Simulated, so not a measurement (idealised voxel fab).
process module | voxel quadruple lines
cross-section cut | 170 nm wide | cells 5 nm
A cross-section is a grid of square cells, given in bands from the top down. A band is one or more rows of cells.
Each band's line starts with the height of the band's top and of its bottom, in nm. Then come its materials from left to right, each with its width in nm. One material with "throughout" fills the band from edge to edge. "air" is empty space.
Height 0 is the level under which the wafer as received is all one material. The lowest band goes on downwards, as in "0 down".
A width such as "30 to 40" changes by the same amount from each row of cells to the next, from the band's top row to its bottom row.
"no change" after a step means that no cell of the cross-section changed.
closed voids: empty space of 8 cells or more with no open way to the top, each as width x height at its distance from the left edge, in nm
after a step's settings: what the simulator itself notes on the step
overlay nm, on a step with a mask: how far to the right of its planned place the mask lay; to the left if negative
plan
1 op RECEIVE | material Si
2 op CONFORMAL_DEP | material Al2O3 | thk nm 5
3 op DIRECTIONAL_DEP | material W | thk nm 10
4 op DIRECTIONAL_DEP | material polySi | thk nm 15
5 op DIRECTIONAL_DEP | material aC | thk nm 20
6 op PATTERN | tone cover | mask id MANDREL | material resist | width nm 20 | pitch nm 60 | thk nm 30 | overlay nm 0
7 op DIRECTIONAL_ETCH | etch materials aC | depth nm 20
8 op STRIP | etch materials resist
9 op CONFORMAL_DEP | material SiO2 | thk nm 10
10 op DIRECTIONAL_ETCH | etch materials SiO2 | depth nm 10
11 op STRIP | etch materials aC
12 op DIRECTIONAL_ETCH | etch materials polySi | depth nm 15
13 op STRIP | etch materials SiO2
14 op CONFORMAL_DEP | material SiCN | thk nm 5
15 op DIRECTIONAL_ETCH | etch materials SiCN | depth nm 5
16 op STRIP | etch materials polySi
17 op DIRECTIONAL_ETCH | etch materials W | depth nm 10
18 op STRIP | etch materials SiCN
19 op FILL_DEP | material SiO2 | thk nm 10
20 op CMP | height nm 15
first wafer, as planned
as received, after step 1
  0 down: Si throughout
  closed voids: none
after step 2
  5 to 0: Al2O3 throughout
  below 0: unchanged
after step 3
  15 to 5: W throughout
  below 5: unchanged
after step 4
  30 to 15: polySi throughout
  below 15: unchanged
after step 5
  50 to 30: aC throughout
  below 30: unchanged
after step 6
  80 to 50: air 45 | resist 20 | air 40 | resist 20 | air 45
  below 50: unchanged
after step 7
  60 to 50: air 45 | resist 20 | air 40 | resist 20 | air 45
  50 to 30: air 45 | aC 20 | air 40 | aC 20 | air 45
  below 30: unchanged
after step 8
  50 to 30: air 45 | aC 20 | air 40 | aC 20 | air 45
  below 30: unchanged
after step 9
  60 to 50: air 35 | SiO2 40 | air 20 | SiO2 40 | air 35
  50 to 40: air 35 | SiO2 10 | aC 20 | SiO2 10 | air 20 | SiO2 10 | aC 20 | SiO2 10 | air 35
  40 to 30: SiO2 45 | aC 20 | SiO2 40 | aC 20 | SiO2 45
  below 30: unchanged
after step 10
  50 to 30: air 35 | SiO2 10 | aC 20 | SiO2 10 | air 20 | SiO2 10 | aC 20 | SiO2 10 | air 35
  below 30: unchanged
after step 11
  50 to 30: air 35 | SiO2 10 | air 20 | SiO2 10 | air 20 | SiO2 10 | air 20 | SiO2 10 | air 35
  below 30: unchanged
after step 12
  50 to 30: air 35 | SiO2 10 | air 20 | SiO2 10 | air 20 | SiO2 10 | air 20 | SiO2 10 | air 35
  30 to 15: air 35 | polySi 10 | air 20 | polySi 10 | air 20 | polySi 10 | air 20 | polySi 10 | air 35
  below 15: unchanged
after step 13
  30 to 15: air 35 | polySi 10 | air 20 | polySi 10 | air 20 | polySi 10 | air 20 | polySi 10 | air 35
  below 15: unchanged
after step 14
  35 to 30: air 30 | SiCN 20 | air 10 | SiCN 20 | air 10 | SiCN 20 | air 10 | SiCN 20 | air 30
  30 to 20: air 30 | SiCN 5 | polySi 10 | SiCN 5 | air 10 | SiCN 5 | polySi 10 | SiCN 5 | air 10 | SiCN 5 | polySi 10 | SiCN 5 | air 10 | SiCN 5 | polySi 10 | SiCN 5 | air 30
  20 to 15: SiCN 35 | polySi 10 | SiCN 20 | polySi 10 | SiCN 20 | polySi 10 | SiCN 20 | polySi 10 | SiCN 35
  below 15: unchanged
after step 15
  30 to 15: air 30 | SiCN 5 | polySi 10 | SiCN 5 | air 10 | SiCN 5 | polySi 10 | SiCN 5 | air 10 | SiCN 5 | polySi 10 | SiCN 5 | air 10 | SiCN 5 | polySi 10 | SiCN 5 | air 30
  below 15: unchanged
after step 16
  30 to 15: air 30 | SiCN 5 | air 10 | SiCN 5 | air 10 | SiCN 5 | air 10 | SiCN 5 | air 10 | SiCN 5 | air 10 | SiCN 5 | air 10 | SiCN 5 | air 10 | SiCN 5 | air 30
  below 15: unchanged
after step 17
  30 to 15: air 30 | SiCN 5 | air 10 | SiCN 5 | air 10 | SiCN 5 | air 10 | SiCN 5 | air 10 | SiCN 5 | air 10 | SiCN 5 | air 10 | SiCN 5 | air 10 | SiCN 5 | air 30
  15 to 5: air 30 | W 5 | air 10 | W 5 | air 10 | W 5 | air 10 | W 5 | air 10 | W 5 | air 10 | W 5 | air 10 | W 5 | air 10 | W 5 | air 30
  below 5: unchanged
after step 18
  15 to 5: air 30 | W 5 | air 10 | W 5 | air 10 | W 5 | air 10 | W 5 | air 10 | W 5 | air 10 | W 5 | air 10 | W 5 | air 10 | W 5 | air 30
  below 5: unchanged
after step 19
  25 to 15: SiO2 throughout
  15 to 5: SiO2 30 | W 5 | SiO2 10 | W 5 | SiO2 10 | W 5 | SiO2 10 | W 5 | SiO2 10 | W 5 | SiO2 10 | W 5 | SiO2 10 | W 5 | SiO2 10 | W 5 | SiO2 30
  below 5: unchanged
after step 20
  15 to 5: SiO2 30 | W 5 | SiO2 10 | W 5 | SiO2 10 | W 5 | SiO2 10 | W 5 | SiO2 10 | W 5 | SiO2 10 | W 5 | SiO2 10 | W 5 | SiO2 10 | W 5 | SiO2 30
  below 5: unchanged
second wafer: like start, like plan, one mistake. Through step 18 it matches the first wafer
when step 19 should have ended
  25 to 15: Al2O3 throughout
  15 to 5: Al2O3 30 | W 5 | Al2O3 10 | W 5 | Al2O3 10 | W 5 | Al2O3 10 | W 5 | Al2O3 10 | W 5 | Al2O3 10 | W 5 | Al2O3 10 | W 5 | Al2O3 10 | W 5 | Al2O3 30
  below 5: unchanged
when step 20 should have ended
  15 to 5: Al2O3 30 | W 5 | Al2O3 10 | W 5 | Al2O3 10 | W 5 | Al2O3 10 | W 5 | Al2O3 10 | W 5 | Al2O3 10 | W 5 | Al2O3 10 | W 5 | Al2O3 10 | W 5 | Al2O3 30
  below 5: unchanged
what went wrong: step 19 ran as: op FILL_DEP | material Al2O3 | thk nm 10
at the end the second wafer has, in cells: 52 more of Al2O3 | 52 fewer of SiO2
